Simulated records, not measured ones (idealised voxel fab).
You're looking at the process module voxel transistor to metal.
FYI the section here is cut, 260 nm wide, cells are 5 nm squares.
In what follows, cross-sections appear as grids of square cells, described through bands that run from the top down, where every band is one or more rows of cells. Read a band's entry like this: the first values are the height of its top and the height of its bottom in nm, and what follows is the sequence of materials from left to right, each with its width in nm. Note that "air" is empty space, and that a single material marked "edge to edge" reaches across the band from edge to edge. A quick word on heights: they are counted from 0, and under that level the wafer as it came to us is one material throughout. The lowest band is different from the rest in having no bottom; it simply continues downward, written as in "0 -> down". So if you see something like "30..40" for the width, read it as the top row of the band sitting at the first number and the bottom row at the second, with every row in between moving by the same amount as the last. Step note "nothing different" = no cross-section cell changed. Closed internal cavities: empty space of 8 cells or more with no open way to the top, each as width x height at its distance from the left edge, in nm. Post-settings text on a step line: simulator's own remark regarding the step. overlay nm: where the mask lay relative to plan, measured to the right, on steps with a mask; negatives go left.
The planned process steps are enumerated hereunder:
- 1: RECEIVE [material Si]
- 2: CONFORMAL_DEP [material SiO2] [thk nm 5]
- 3: CONFORMAL_DEP [material SiN] [thk nm 15]
- 4: DIRECTIONAL_DEP [material aC] [thk nm 15]
- 5: PATTERN [tone cover] [mask id ACTIVE] [material resist] [width nm 100] [pitch nm 130] [thk nm 30] [overlay nm 0]
- 6: DIRECTIONAL_ETCH [etch materials aC] [depth nm 15]
- 7: STRIP [etch materials resist]
- 8: DIRECTIONAL_ETCH [etch materials SiN] [depth nm 15]
- 9: DIRECTIONAL_ETCH [etch materials SiO2] [depth nm 5]
- 10: DIRECTIONAL_ETCH [etch materials Si] [depth nm 25]
- 11: STRIP [etch materials aC]
- 12: FILL_DEP [material SiO2] [thk nm 15]
- 13: CMP [height nm 20]
- 14: SELECTIVE_ETCH [etch materials SiO2] [depth nm 15]
- 15: STRIP [etch materials SiN]
- 16: SELECTIVE_ETCH [etch materials SiO2] [depth nm 5]
- 17: OXIDIZE [depth nm 5]
- 18: DIRECTIONAL_DEP [material polySi] [thk nm 20]
- 19: DIRECTIONAL_DEP [material SiCN] [thk nm 15]
- 20: PATTERN [tone cover] [mask id GATE] [material resist] [width nm 20] [pitch nm 130] [thk nm 20] [overlay nm 0]
- 21: DIRECTIONAL_ETCH [etch materials SiCN] [depth nm 25]
- 22: DIRECTIONAL_ETCH [etch materials polySi] [depth nm 30]
- 23: STRIP [etch materials resist]
- 24: CONFORMAL_DEP [material SiO2] [thk nm 5]
- 25: DIRECTIONAL_ETCH [etch materials SiO2] [depth nm 5]
- 26: CONFORMAL_DEP [material SiN] [thk nm 10]
- 27: DIRECTIONAL_ETCH [etch materials SiN] [depth nm 10]
- 28: DIRECTIONAL_ETCH [etch materials SiO2] [depth nm 5]
- 29: DIRECTIONAL_ETCH [etch materials Si] [depth nm 10]
- 30: EPI [material SiGe] [thk nm 15]
- 31: FILL_DEP [material SiO2] [thk nm 5]
- 32: CMP [height nm 35]
- 33: DIRECTIONAL_DEP [material SiO2] [thk nm 10]
- 34: DIRECTIONAL_DEP [material aC] [thk nm 15]
- 35: PATTERN [tone open] [mask id CONTACT] [material resist] [width nm 15] [pitch nm 65] [thk nm 35] [overlay nm 0]
- 36: DIRECTIONAL_ETCH [etch materials aC] [depth nm 15]
- 37: STRIP [etch materials resist]
- 38: DIRECTIONAL_ETCH [etch materials SiO2] [depth nm 35]
- 39: STRIP [etch materials aC]
- 40: CONFORMAL_DEP [material TiN] [thk nm 5]
- 41: FILL_DEP [material W] [thk nm 5]
- 42: CMP [height nm 45]
- 43: DIRECTIONAL_DEP [material TiN] [thk nm 5]
- 44: DIRECTIONAL_DEP [material W] [thk nm 15]
- 45: DIRECTIONAL_DEP [material aC] [thk nm 10]
- 46: PATTERN [tone cover] [mask id METAL_1] [material resist] [width nm 15] [pitch nm 65] [thk nm 25] [overlay nm 0]
- 47: DIRECTIONAL_ETCH [etch materials aC] [depth nm 10]
- 48: STRIP [etch materials resist]
- 49: DIRECTIONAL_ETCH [etch materials W] [depth nm 15]
- 50: DIRECTIONAL_ETCH [etch materials TiN] [depth nm 5]
- 51: STRIP [etch materials aC]
- 52: CONFORMAL_DEP [material SiCN] [thk nm 5]
- 53: FILL_DEP [material lowk] [thk nm 5]
- 54: CMP [height nm 65]
- 55: CONFORMAL_DEP [material SiCN] [thk nm 5]
- 56: DIRECTIONAL_DEP [material lowk] [thk nm 35]
- 57: DIRECTIONAL_DEP [material aC] [thk nm 10]
- 58: PATTERN [tone open] [mask id METAL_2] [material resist] [width nm 15] [pitch nm 130] [thk nm 25] [overlay nm 0]
- 59: DIRECTIONAL_ETCH [etch materials aC] [depth nm 10]
- 60: STRIP [etch materials resist]
- 61: DIRECTIONAL_ETCH [etch materials lowk] [depth nm 20]
- 62: STRIP [etch materials aC]
- 63: MASKED_ETCH [tone open] [mask id METAL_2_HOLES] [width nm 15] [pitch nm 130] [etch materials lowk] [depth nm 15] [overlay nm 0]
- 64: MASKED_ETCH [tone open] [mask id METAL_2_HOLES] [width nm 15] [pitch nm 130] [etch materials SiCN] [depth nm 5] [overlay nm -10]
- 65: CONFORMAL_DEP [material TiN] [thk nm 5]
- 66: FILL_DEP [material Cu] [thk nm 5]
- 67: CMP [height nm 105]
- 68: CONFORMAL_DEP [material SiN] [thk nm 5]
The plan shows the overlay nm of step 64 as the first wafer had it; this setting differs between the wafers, which start out alike.
Cross-section of the first of several wafers on receipt, reflecting completion of step 1:
    0 -> down = Si edge to edge
    Closed internal cavities: none
Cross-section of the first of several wafers once the module has run through its last step, step 68:
    110 -> 105 = SiN edge to edge
    105 -> 75 = lowk=25; TiN=5; Cu=5; TiN=5; lowk=115; TiN=5; Cu=5; TiN=5; lowk=90
    75 -> 70 = lowk=25; TiN=15; lowk=115; TiN=15; lowk=90
    70 -> 65 = SiCN=25; TiN=5; SiCN=125; TiN=5; SiCN=100
    65 -> 50 = lowk=20; SiCN=5; W=15; SiCN=5; lowk=40; SiCN=5; W=15; SiCN=5; lowk=40; SiCN=5; W=15; SiCN=5; lowk=40; SiCN=5; W=15; SiCN=5; lowk=20
    50 -> 45 = SiCN=25; TiN=15; SiCN=50; TiN=15; SiCN=50; TiN=15; SiCN=50; TiN=15; SiCN=25
    45 -> 35 = SiO2=25; TiN=5; W=5; TiN=5; SiO2=50; TiN=5; W=5; TiN=5; SiO2=50; TiN=5; W=5; TiN=5; SiO2=50; TiN=5; W=5; TiN=5; SiO2=25
    35 -> 20 = SiO2=25; TiN=5; W=5; TiN=5; SiN=10; SiO2=5; SiCN=20; SiO2=5; SiN=10; TiN=5; W=5; TiN=5; SiO2=50; TiN=5; W=5; TiN=5; SiN=10; SiO2=5; SiCN=20; SiO2=5; SiN=10; TiN=5; W=5; TiN=5; SiO2=25
    20 -> 15 = SiO2=25; TiN=5; W=5; TiN=5; SiN=10; SiO2=5; polySi=20; SiO2=5; SiN=10; TiN=5; W=5; TiN=5; SiO2=50; TiN=5; W=5; TiN=5; SiN=10; SiO2=5; polySi=20; SiO2=5; SiN=10; TiN=5; W=5; TiN=5; SiO2=25
    15 -> 10 = SiO2=25; TiN=15; SiN=10; SiO2=5; polySi=20; SiO2=5; SiN=10; TiN=15; SiO2=50; TiN=15; SiN=10; SiO2=5; polySi=20; SiO2=5; SiN=10; TiN=15; SiO2=25
    10 -> 0 = SiO2=25; SiGe=15; SiN=10; SiO2=5; polySi=20; SiO2=5; SiN=10; SiGe=15; SiO2=50; SiGe=15; SiN=10; SiO2=5; polySi=20; SiO2=5; SiN=10; SiGe=15; SiO2=25
    0 -> -5 = SiO2=10; SiGe=30; SiO2=50; SiGe=30; SiO2=20; SiGe=30; SiO2=50; SiGe=30; SiO2=10
    -5 -> -15 = SiO2=15; SiGe=25; Si=50; SiGe=25; SiO2=30; SiGe=25; Si=50; SiGe=25; SiO2=15
    -15 -> -25 = SiO2=15; Si=100; SiO2=30; Si=100; SiO2=15
    -25 -> down = Si edge to edge
    Closed internal cavities: none
So this is the cross-section on the last wafer at the end of the module:
    110 -> 105 = SiN edge to edge
    105 -> 75 = lowk=25; TiN=5; Cu=5; TiN=5; lowk=115; TiN=5; Cu=5; TiN=5; lowk=90
    75 -> 70 = lowk=25; TiN=15; lowk=115; TiN=15; lowk=90
    70 -> 65 = SiCN edge to edge
    65 -> 50 = lowk=20; SiCN=5; W=15; SiCN=5; lowk=40; SiCN=5; W=15; SiCN=5; lowk=40; SiCN=5; W=15; SiCN=5; lowk=40; SiCN=5; W=15; SiCN=5; lowk=20
    50 -> 45 = SiCN=25; TiN=15; SiCN=50; TiN=15; SiCN=50; TiN=15; SiCN=50; TiN=15; SiCN=25
    45 -> 35 = SiO2=25; TiN=5; W=5; TiN=5; SiO2=50; TiN=5; W=5; TiN=5; SiO2=50; TiN=5; W=5; TiN=5; SiO2=50; TiN=5; W=5; TiN=5; SiO2=25
    35 -> 20 = SiO2=25; TiN=5; W=5; TiN=5; SiN=10; SiO2=5; SiCN=20; SiO2=5; SiN=10; TiN=5; W=5; TiN=5; SiO2=50; TiN=5; W=5; TiN=5; SiN=10; SiO2=5; SiCN=20; SiO2=5; SiN=10; TiN=5; W=5; TiN=5; SiO2=25
    20 -> 15 = SiO2=25; TiN=5; W=5; TiN=5; SiN=10; SiO2=5; polySi=20; SiO2=5; SiN=10; TiN=5; W=5; TiN=5; SiO2=50; TiN=5; W=5; TiN=5; SiN=10; SiO2=5; polySi=20; SiO2=5; SiN=10; TiN=5; W=5; TiN=5; SiO2=25
    15 -> 10 = SiO2=25; TiN=15; SiN=10; SiO2=5; polySi=20; SiO2=5; SiN=10; TiN=15; SiO2=50; TiN=15; SiN=10; SiO2=5; polySi=20; SiO2=5; SiN=10; TiN=15; SiO2=25
    10 -> 0 = SiO2=25; SiGe=15; SiN=10; SiO2=5; polySi=20; SiO2=5; SiN=10; SiGe=15; SiO2=50; SiGe=15; SiN=10; SiO2=5; polySi=20; SiO2=5; SiN=10; SiGe=15; SiO2=25
    0 -> -5 = SiO2=10; SiGe=30; SiO2=50; SiGe=30; SiO2=20; SiGe=30; SiO2=50; SiGe=30; SiO2=10
    -5 -> -15 = SiO2=15; SiGe=25; Si=50; SiGe=25; SiO2=30; SiGe=25; Si=50; SiGe=25; SiO2=15
    -15 -> -25 = SiO2=15; Si=100; SiO2=30; Si=100; SiO2=15
    -25 -> down = Si edge to edge
    Closed internal cavities: none
What follows is a table in which each wafer occupies a row; for the wafer as it stands at the close of the module, the row states, material by material, how many cells have been gained (+) or lost (-) since receipt, and then gives its closed voids:
overlay nm -10 | +12 Cu | -140 Si | +138 SiCN | +88 SiGe | +108 SiN | +324 SiO2 | +104 TiN | +60 W | +418 lowk | +32 polySi | Closed internal cavities: none
overlay nm -5 | +12 Cu | -140 Si | +136 SiCN | +88 SiGe | +108 SiN | +324 SiO2 | +106 TiN | +60 W | +418 lowk | +32 polySi | Closed internal cavities: none
overlay nm 0 | +14 Cu | -140 Si | +134 SiCN | +88 SiGe | +108 SiN | +324 SiO2 | +106 TiN | +60 W | +418 lowk | +32 polySi | Closed internal cavities: none
overlay nm 5 | +12 Cu | -140 Si | +136 SiCN | +88 SiGe | +108 SiN | +324 SiO2 | +106 TiN | +60 W | +418 lowk | +32 polySi | Closed internal cavities: none
overlay nm 10 | +12 Cu | -140 Si | +138 SiCN | +88 SiGe | +108 SiN | +324 SiO2 | +104 TiN | +60 W | +418 lowk | +32 polySi | Closed internal cavities: none
overlay nm 15 | +12 Cu | -140 Si | +140 SiCN | +88 SiGe | +108 SiN | +324 SiO2 | +102 TiN | +60 W | +418 lowk | +32 polySi | Closed internal cavities: none
